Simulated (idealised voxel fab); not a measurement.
The document below concerns the process module designated voxel fin reveal.
In the cross-section labelled cut, the width is 190 nm and each square cell is 5 nm.
Heads up, the way a cross-section reads in here is a grid of square cells, handed over as bands from the top down, with every band being one or more rows of cells.
Heads up on the band format: heights come first, top then bottom, in nm. After that it's the materials left to right, each with its width in nm. A single material flagged "throughout" fills the whole band edge to edge, and "blank" means there's empty space there.
Heights from 0 (as-received wafer is one material below). Bottom band endless downward, as "0 nm and below".
Width: "30 to 40" (first number = top row, second number = bottom row, same change from row to row of cells).
The cross-section has no changed cell in any step marked "no alterations made".
Closed-off voids of 8+ cells (no open route to the top) go in "Trapped voids", written width x height at distance from the left edge, in nm.
Post-settings text on a step line: simulator's own remark regarding the step.
Regarding "overlay nm": on a step with a mask, it is the distance the mask lay to the right of its planned place; a negative value places it to the left.

## List of planned process steps
| 1 | RECEIVE with material Si |
| 2 | CONFORMAL_DEP with material SiN, thk nm 5 |
| 3 | PATTERN with tone cover, mask id FINS, material resist, width nm 15, pitch nm 45, thk nm 20, overlay nm 0 |
| 4 | DIRECTIONAL_ETCH with etch materials SiN, depth nm 5 |
| 5 | DIRECTIONAL_ETCH with etch materials Si, depth nm 35 |
| 6 | STRIP with etch materials resist |
| 7 | OXIDIZE with depth nm 5 |
| 8 | FILL_DEP with material SiO2, thk nm 5 |
| 9 | CMP with height nm 5 |
| 10 | SELECTIVE_ETCH with etch materials SiO2, depth nm 15 |
| 11 | STRIP with etch materials SiN |
| 12 | CONFORMAL_DEP with material SiO2, thk nm 5 |

## Cross-section, incoming material, after step 1
	0 nm and below | Si throughout
	Trapped voids: none

## Cross-section: first of two wafers, module finished, run according to plan
	5 nm to 0 nm | blank 20 nm; SiO2 15 nm; blank 30 nm; SiO2 15 nm; blank 30 nm; SiO2 15 nm; blank 30 nm; SiO2 15 nm; blank 20 nm
	0 nm to -5 nm | blank 20 nm; SiO2 5 nm; Si 5 nm; SiO2 5 nm; blank 30 nm; SiO2 5 nm; Si 5 nm; SiO2 5 nm; blank 30 nm; SiO2 5 nm; Si 5 nm; SiO2 5 nm; blank 30 nm; SiO2 5 nm; Si 5 nm; SiO2 5 nm; blank 20 nm
	-5 nm to -40 nm | SiO2 25 nm; Si 5 nm; SiO2 40 nm; Si 5 nm; SiO2 40 nm; Si 5 nm; SiO2 40 nm; Si 5 nm; SiO2 25 nm
	-40 nm and below | Si throughout
	Trapped voids: none

## This is the second of the two wafers, cross-sectioned at the end of the module; it started exactly like the first and was given the same plan, but it was run with one mistake
	5 nm to 0 nm | blank 20 nm; SiO2 15 nm; blank 30 nm; SiO2 15 nm; blank 30 nm; SiO2 15 nm; blank 30 nm; SiO2 15 nm; blank 20 nm
	0 nm to -20 nm | blank 20 nm; SiO2 5 nm; Si 5 nm; SiO2 5 nm; blank 30 nm; SiO2 5 nm; Si 5 nm; SiO2 5 nm; blank 30 nm; SiO2 5 nm; Si 5 nm; SiO2 5 nm; blank 30 nm; SiO2 5 nm; Si 5 nm; SiO2 5 nm; blank 20 nm
	-20 nm to -40 nm | SiO2 25 nm; Si 5 nm; SiO2 40 nm; Si 5 nm; SiO2 40 nm; Si 5 nm; SiO2 40 nm; Si 5 nm; SiO2 25 nm
	-40 nm and below | Si throughout
	Trapped voids: none
Diagnosis: heads up, step 10 of the plan got done twice
End of process, cell counts, second wafer against first, materials with more or fewer: 78 fewer of SiO2
